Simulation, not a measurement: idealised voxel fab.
Documented hereafter: the process module known as voxel released beams.
Section cut is 215 nm wide and gridded with 5 nm square cells.
When this document writes out a cross-section, it uses a grid of square cells and lists it as bands, beginning at the top and moving down, with a band standing for one or more rows of cells. Per band: top height and bottom height in nm, followed by the left-to-right materials and their widths in nm; "everywhere" marks a single material spanning edge to edge, "empty" marks empty space. Heights are expressed relative to 0, this being the level below which the as-received wafer comprises one material exclusively. The lowest band is unbounded in the downward direction and is denoted as in "0 and below". Top row gets the first number, bottom row gets the second, and each row in between changes by the same step: that is how a band width like "30 to 40" works. The cross-section has no changed cell in any step marked "no change occurred". Entry "Sealed void list" = empty spaces >= 8 cells with no open way to the top; each as width x height at distance, distance from left edge, all nm. On a step's line, text after the settings is the simulator commenting on that step. overlay nm: where the mask lay relative to plan, measured to the right, on steps with a mask; negatives go left.
# Steps planned for the process
1,RECEIVE with material Si
2,CONFORMAL_DEP with material SiN, thk nm 5
3,DIRECTIONAL_DEP with material SiO2, thk nm 15
4,DIRECTIONAL_DEP with material aC, thk nm 15
5,PATTERN with tone open, mask id ANCHOR, material resist, width nm 30, thk nm 35, overlay nm 0
6,DIRECTIONAL_ETCH with etch materials aC, depth nm 15
7,STRIP with etch materials resist
8,DIRECTIONAL_ETCH with etch materials SiO2, depth nm 15
9,STRIP with etch materials aC
10,CONFORMAL_DEP with material TiN, thk nm 10
11,DIRECTIONAL_DEP with material aC, thk nm 10
12,PATTERN with tone cover, mask id BEAM, material resist, width nm 105, thk nm 30, overlay nm 0
13,DIRECTIONAL_ETCH with etch materials aC, depth nm 10
14,STRIP with etch materials resist
15,DIRECTIONAL_ETCH with etch materials TiN, depth nm 10
16,STRIP with etch materials aC
17,STRIP with etch materials SiO2
# The first wafer of two, processed as planned
# Here's what the wafer looked like in cross-section when it arrived - that's after step 1
* 0 and below = Si everywhere
* Sealed void list: none
# Wafer section view after processing step 2
* 5 down to 0 = SiN everywhere
* No changes below 0.
# Wafer section view after processing step 3
* 20 down to 5 = SiO2 everywhere
* No changes below 5.
# Wafer section view after processing step 4
* 35 down to 20 = aC everywhere
* No changes below 20.
# Wafer section view after processing step 5
* 70 down to 35 = resist 55 nm | empty 30 nm | resist 130 nm
* No changes below 35.
# Wafer section view after processing step 6
* 55 down to 35 = resist 55 nm | empty 30 nm | resist 130 nm
* 35 down to 20 = aC 55 nm | empty 30 nm | aC 130 nm
* No changes below 20.
# Wafer section view after processing step 7
* 35 down to 20 = aC 55 nm | empty 30 nm | aC 130 nm
* No changes below 20.
# Wafer section view after processing step 8
* 35 down to 20 = aC 55 nm | empty 30 nm | aC 130 nm
* 20 down to 5 = SiO2 55 nm | empty 30 nm | SiO2 130 nm
* No changes below 5.
# Wafer section view after processing step 9
* 20 down to 5 = SiO2 55 nm | empty 30 nm | SiO2 130 nm
* No changes below 5.
# Wafer section view after processing step 10
* 30 down to 20 = TiN 65 nm | empty 10 nm | TiN 140 nm
* 20 down to 15 = SiO2 55 nm | TiN 10 nm | empty 10 nm | TiN 10 nm | SiO2 130 nm
* 15 down to 5 = SiO2 55 nm | TiN 30 nm | SiO2 130 nm
* No changes below 5.
# Wafer section view after processing step 11
* 40 down to 30 = aC 65 nm | empty 10 nm | aC 140 nm
* 30 down to 25 = TiN 65 nm | empty 10 nm | TiN 140 nm
* 25 down to 20 = TiN 65 nm | aC 10 nm | TiN 140 nm
* 20 down to 15 = SiO2 55 nm | TiN 10 nm | aC 10 nm | TiN 10 nm | SiO2 130 nm
* No changes below 15.
# Wafer section view after processing step 12
* 70 down to 40 = empty 50 nm | resist 105 nm | empty 60 nm
* 40 down to 30 = aC 65 nm | resist 10 nm | aC 140 nm
* 30 down to 25 = TiN 65 nm | resist 10 nm | TiN 140 nm
* No changes below 25.
# Wafer section view after processing step 13
* 60 down to 40 = empty 50 nm | resist 105 nm | empty 60 nm
* 40 down to 30 = empty 50 nm | aC 15 nm | resist 10 nm | aC 80 nm | empty 60 nm
* No changes below 30.
# Wafer section view after processing step 14
* 40 down to 30 = empty 50 nm | aC 15 nm | empty 10 nm | aC 80 nm | empty 60 nm
* 30 down to 25 = TiN 65 nm | empty 10 nm | TiN 140 nm
* No changes below 25.
# Wafer section view after processing step 15
* 40 down to 30 = empty 50 nm | aC 15 nm | empty 10 nm | aC 80 nm | empty 60 nm
* 30 down to 25 = empty 50 nm | TiN 15 nm | empty 10 nm | TiN 80 nm | empty 60 nm
* 25 down to 20 = empty 50 nm | TiN 15 nm | aC 10 nm | TiN 80 nm | empty 60 nm
* No changes below 20.
# Wafer section view after processing step 16
* 30 down to 20 = empty 50 nm | TiN 15 nm | empty 10 nm | TiN 80 nm | empty 60 nm
* 20 down to 15 = SiO2 55 nm | TiN 10 nm | empty 10 nm | TiN 10 nm | SiO2 130 nm
* No changes below 15.
# Wafer section view after processing step 17
* 30 down to 20 = empty 50 nm | TiN 15 nm | empty 10 nm | TiN 80 nm | empty 60 nm
* 20 down to 15 = empty 55 nm | TiN 10 nm | empty 10 nm | TiN 10 nm | empty 130 nm
* 15 down to 5 = empty 55 nm | TiN 30 nm | empty 130 nm
* No changes below 5.
# It is to be noted that the second wafer proceeded from the same initial state and according to the same plan as the first, although one mistake was committed in its execution; through step 1, inclusive, the two wafers share an identical history
# Second wafer, sectioned view, at step 2's planned end time
* 15 down to 0 = SiO2 everywhere
* No changes below 0.
# Second wafer, sectioned view, at step 3's planned end time
* 20 down to 15 = SiN everywhere
* No changes below 15.
# Second wafer, sectioned view, at step 4's planned end time
* 35 down to 20 = aC everywhere
* No changes below 20.
# Second wafer, sectioned view, at step 5's planned end time
* 70 down to 35 = resist 55 nm | empty 30 nm | resist 130 nm
* No changes below 35.
# Second wafer, sectioned view, at step 6's planned end time
* 55 down to 35 = resist 55 nm | empty 30 nm | resist 130 nm
* 35 down to 20 = aC 55 nm | empty 30 nm | aC 130 nm
* No changes below 20.
# Second wafer, sectioned view, at step 7's planned end time
* 35 down to 20 = aC 55 nm | empty 30 nm | aC 130 nm
* No changes below 20.
Second wafer, sectioned view, at step 8's planned end time: no change occurred
# Second wafer, sectioned view, at step 9's planned end time
* 20 down to 15 = SiN everywhere
* No changes below 15.
# Second wafer, sectioned view, at step 10's planned end time
* 30 down to 20 = TiN everywhere
* No changes below 20.
# Second wafer, sectioned view, at step 11's planned end time
* 40 down to 30 = aC everywhere
* No changes below 30.
# Second wafer, sectioned view, at step 12's planned end time
* 70 down to 40 = empty 50 nm | resist 105 nm | empty 60 nm
* No changes below 40.
# Second wafer, sectioned view, at step 13's planned end time
* 60 down to 40 = empty 50 nm | resist 105 nm | empty 60 nm
* 40 down to 30 = empty 50 nm | aC 105 nm | empty 60 nm
* No changes below 30.
# Second wafer, sectioned view, at step 14's planned end time
* 40 down to 30 = empty 50 nm | aC 105 nm | empty 60 nm
* No changes below 30.
# Second wafer, sectioned view, at step 15's planned end time
* 40 down to 30 = empty 50 nm | aC 105 nm | empty 60 nm
* 30 down to 20 = empty 50 nm | TiN 105 nm | empty 60 nm
* No changes below 20.
# Second wafer, sectioned view, at step 16's planned end time
* 30 down to 20 = empty 50 nm | TiN 105 nm | empty 60 nm
* No changes below 20.
Second wafer, sectioned view, at step 17's planned end time: no change occurred
Deviation from plan: deviation from plan: step 3 and step 2 executed in one another's positions
Heads up, by the end the second wafer has more or fewer cells of some materials compared to the first: 129 more of SiO2; 12 fewer of TiN
